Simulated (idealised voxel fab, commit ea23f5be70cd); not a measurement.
This section sets out a process module, namely voxel released beams.
300 nm wide, 5 nm square cells: that's cross-section cut.
If you're reading a cross-section in this doc, picture square cells in a grid; it comes to you as bands, top ones listed first down to the bottom, and a band can be one or more rows of cells.
First you get the band's top height and its bottom height, in nm, and then the materials it's made of, left to right, with each width in nm. If you see a single material with "edge to edge", that one covers the band edge to edge. "air" is empty space.
Heights from 0 (as-received wafer is one material below). Bottom band endless downward, as "0..down".
The notation "30->40" denotes a width that varies across the rows of cells in the band, beginning at the first number in the top row, finishing at the second number in the bottom row, and changing by an identical amount from each row to the next.
The cross-section has no changed cell in any step marked "no modification".
The list in "Entrapped voids" covers empty spaces of 8 cells or more that cannot reach the top through any open way, and it gives each as width x height at distance; the distance is from the left edge, and width, height and distance are in nm.
Formally, on a step line, whatever follows the settings is a remark that the simulator itself makes on the step.
A step line may carry the setting "overlay nm", which, for steps involving a mask, states the distance by which the mask lay to the right of its intended position; negative values denote displacement to the left.
**The planned process steps are enumerated hereunder**
1 RECEIVE,material Si
2 CONFORMAL_DEP,material SiN,thk nm 10
3 DIRECTIONAL_DEP,material SiO2,thk nm 20
4 MASKED_ETCH,tone open,mask id ANCHOR,width nm 40,etch materials SiO2,depth nm 20,overlay nm 0
5 CONFORMAL_DEP,material W,thk nm 15
6 DIRECTIONAL_DEP,material aC,thk nm 15
7 PATTERN,tone cover,mask id BEAM,material resist,width nm 100,thk nm 30,overlay nm 0
8 DIRECTIONAL_ETCH,etch materials aC,depth nm 15
9 STRIP,etch materials resist
10 DIRECTIONAL_ETCH,etch materials W,depth nm 15
11 STRIP,etch materials aC
12 STRIP,etch materials SiO2
**So this is the incoming wafer in cross-section - it's already been through step 1**
0..down = Si edge to edge
Entrapped voids: none
**First of two wafers, end-of-module section, run followed plan**
45..30 = air 95 nm  W 20 nm  air 10 nm  W 70 nm  air 105 nm
30..25 = air 100 nm  W 15 nm  air 10 nm  W 15 nm  air 160 nm
25..10 = air 100 nm  W 40 nm  air 160 nm
10..0 = SiN edge to edge
0..down = Si edge to edge
Entrapped voids: none
**Second of two wafers, module complete, sectioned: it shares the first wafer's start and plan but was run with one mistake**
45..30 = air 95 nm  W 100 nm  air 105 nm
30..20 = SiN edge to edge
20..0 = SiO2 edge to edge
0..down = Si edge to edge
Entrapped voids: none
The plan and the run diverged here: plan vs actual: 2 and 3 interchanged
Counted in cells at the end, the second wafer holds more or fewer of these materials than the first: SiO2 +240, W -24
